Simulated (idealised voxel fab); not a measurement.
The name of this process module is voxel self aligned contacts.
In the cross-section labelled cut, the width is 300 nm and each square cell is 5 nm.
If you're reading a cross-section in this doc, picture square cells in a grid; it comes to you as bands, top ones listed first down to the bottom, and a band can be one or more rows of cells.
What a band's entry tells you: where the top is and where the bottom is, as heights in nm, and after that what lies inside, material by material from left to right, each with its width in nm. Empty space is written as the word "empty", and a single material marked with the word "edge to edge" occupies the band from edge to edge.
Height datum 0, below which the as-received substrate wafer is one material. Lowest band open at the bottom, running downward: "0 -> down".
You'd read "30->40" like this: the band's top row of cells is as wide as the first number, its bottom row is as wide as the second, and going down, every row changes width by the same amount as the row before did.
Reading "same as before" for a step: not a cell of the cross-section changed in it.
In the "Closed void entries" entry, you get each enclosed empty space of 8 cells or more, one with no open way to the top, written width x height at distance, distance from the left edge, in nm.
That trailing text on a step's line, after the settings, is the simulator's own remark on the step.
overlay nm: mask right of planned place by this much (step with mask). Neg. = left.
[Below is the list of planned process steps]
1 RECEIVE, material Si
2 OXIDIZE, depth nm 5
3 DIRECTIONAL_DEP, material polySi, thk nm 25
4 DIRECTIONAL_DEP, material SiN, thk nm 25
5 MASKED_ETCH, tone cover, mask id GATE, width nm 30, pitch nm 75, etch materials SiN, depth nm 25, overlay nm 0
6 MASKED_ETCH, tone cover, mask id GATE, width nm 30, pitch nm 75, etch materials polySi, depth nm 25, overlay nm 0
7 CONFORMAL_DEP, material SiN, thk nm 10
8 DIRECTIONAL_ETCH, etch materials SiN, depth nm 10
9 FILL_DEP, material SiO2, thk nm 15
10 CMP, height nm 55
11 PATTERN, tone open, mask id CONTACT, material resist, width nm 55, pitch nm 75, thk nm 15, overlay nm 0
12 DIRECTIONAL_ETCH, etch materials SiO2, depth nm 60
13 STRIP, etch materials resist
14 CONFORMAL_DEP, material TiN, thk nm 5
15 FILL_DEP, material W, thk nm 5
16 CMP, height nm 55
17 CONFORMAL_DEP, material SiN, thk nm 5
[Incoming wafer, cross-sectional view, post step 1]
- 0 -> down | Si edge to edge
- Closed void entries: none
[Cross-section, first of two wafers, end of module, run as planned]
- 60 -> 55 | SiN edge to edge
- 55 -> 50 | SiO2=85, then TiN=20, then W=15, then TiN=20, then SiO2=20, then TiN=20, then W=15, then TiN=20, then SiO2=85
- 50 -> 25 | SiO2=50, then SiN=50, then TiN=5, then W=15, then TiN=5, then SiN=50, then TiN=5, then W=15, then TiN=5, then SiN=50, then SiO2=50
- 25 -> 0 | SiO2=50, then SiN=10, then polySi=30, then SiN=10, then TiN=5, then W=15, then TiN=5, then SiN=10, then polySi=30, then SiN=10, then TiN=5, then W=15, then TiN=5, then SiN=10, then polySi=30, then SiN=10, then SiO2=50
- 0 -> -5 | SiO2=100, then TiN=25, then SiO2=50, then TiN=25, then SiO2=100
- -5 -> down | Si edge to edge
- Closed void entries: none
[So this is wafer number two of the two, cut at the end of the module - it started where the first did and had the same plan, we just got one thing wrong running it]
- 60 -> 55 | SiN edge to edge
- 55 -> 50 | SiO2=50, then W=50, then TiN=5, then W=15, then TiN=5, then W=50, then TiN=5, then W=15, then TiN=5, then W=50, then SiO2=50
- 50 -> 25 | SiO2=50, then W=10, then SiN=30, then W=10, then TiN=5, then W=15, then TiN=5, then W=10, then SiN=30, then W=10, then TiN=5, then W=15, then TiN=5, then W=10, then SiN=30, then W=10, then SiO2=50
- 25 -> 15 | SiO2=50, then W=10, then polySi=30, then W=10, then TiN=5, then W=15, then TiN=5, then W=10, then polySi=30, then W=10, then TiN=5, then W=15, then TiN=5, then W=10, then polySi=30, then W=10, then SiO2=50
- 15 -> 10 | SiO2=50, then W=10, then polySi=30, then W=10, then TiN=25, then W=10, then polySi=30, then W=10, then TiN=25, then W=10, then polySi=30, then W=10, then SiO2=50
- 10 -> 0 | W=60, then polySi=30, then W=45, then polySi=30, then W=45, then polySi=30, then W=60
- 0 -> -5 | SiO2 edge to edge
- -5 -> down | Si edge to edge
- Closed void entries: none
Heads up, the wafer didn't run the way we planned it: step 7 ran differently from the plan; actual operation with settings: CONFORMAL_DEP, material W, thk nm 10
at the end the second wafer has, in cells: -120 SiN, -48 SiO2, -24 TiN, +192 W
